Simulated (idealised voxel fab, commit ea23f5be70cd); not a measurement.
You're looking at the process module voxel plated lines.
FYI the section here is cut, 155 nm wide, cells are 5 nm squares.
Cross-section = grid of square cells, listed top down in bands; band = one or more rows.
A band entry consists of two parts. The first gives the height of the band's top and the height of its bottom, in nm. The rest lists the band's materials from left to right, each with its width in nm. A single material labelled with the word "throughout" fills the band from edge to edge, and the word "air" marks empty space.
Measure heights from 0. That's the level where, below it, the as-received wafer is all one material. The lowest band is bottomless and extends downward; write it as in "0 nm and below".
It should be noted that a width expressed as "30->40" varies in equal increments from row to row of cells within the band, taking the value of the first number at the top row and that of the second number at the bottom row.
"nothing different" for a step: no cell of the cross-section changed in that step.
What "Closed-off voids" gives you is every empty space of 8 cells or more that is cut off from the top. Each appears as width x height at distance, with the distance taken from the left edge and width, height and distance all in nm.
Read whatever lies past the settings on a step's line as the simulator's own remark about the step.
overlay nm: mask offset rightward from planned place, masked step; negative means leftward offset.

### Here's what the planned process steps look like
- 1: RECEIVE, material Si
- 2: CONFORMAL_DEP, material SiO2, thk nm 15
- 3: DIRECTIONAL_DEP, material TiN, thk nm 5
- 4: PATTERN, tone open, mask id LINES, material resist, width nm 25, pitch nm 45, thk nm 35, overlay nm 0
- 5: EPI, material Ru, thk nm 10
- 6: EPI, material Ru, thk nm 5
- 7: EPI, material Ru, thk nm 10
- 8: STRIP, etch materials resist
- 9: DIRECTIONAL_ETCH, etch materials TiN, depth nm 5
- 10: CONFORMAL_DEP, material SiCN, thk nm 5

### Received-state cross-section, reflecting completion of step 1
* 0 nm and below: Si throughout
* Closed-off voids: none

### Here's the wafer cut in cross-section after the module, started and planned just like above, except one thing was done wrong in the run
* 50 nm to 45 nm: 40 of air | 25 of SiCN | 20 of air | 25 of SiCN | 45 of air
* 45 nm to 20 nm: 40 of air | 5 of SiCN | 15 of Ru | 5 of SiCN | 20 of air | 5 of SiCN | 15 of Ru | 5 of SiCN | 45 of air
* 20 nm to 15 nm: 45 of SiCN | 15 of TiN | 30 of SiCN | 15 of TiN | 50 of SiCN
* 15 nm to 0 nm: SiO2 throughout
* 0 nm and below: Si throughout
* Closed-off voids: none
Against the plan, the run slipped here: step 4 went in with a setting other than planned; the actual run was PATTERN, tone open, mask id LINES, material resist, width nm 15, pitch nm 45, thk nm 35, overlay nm 0
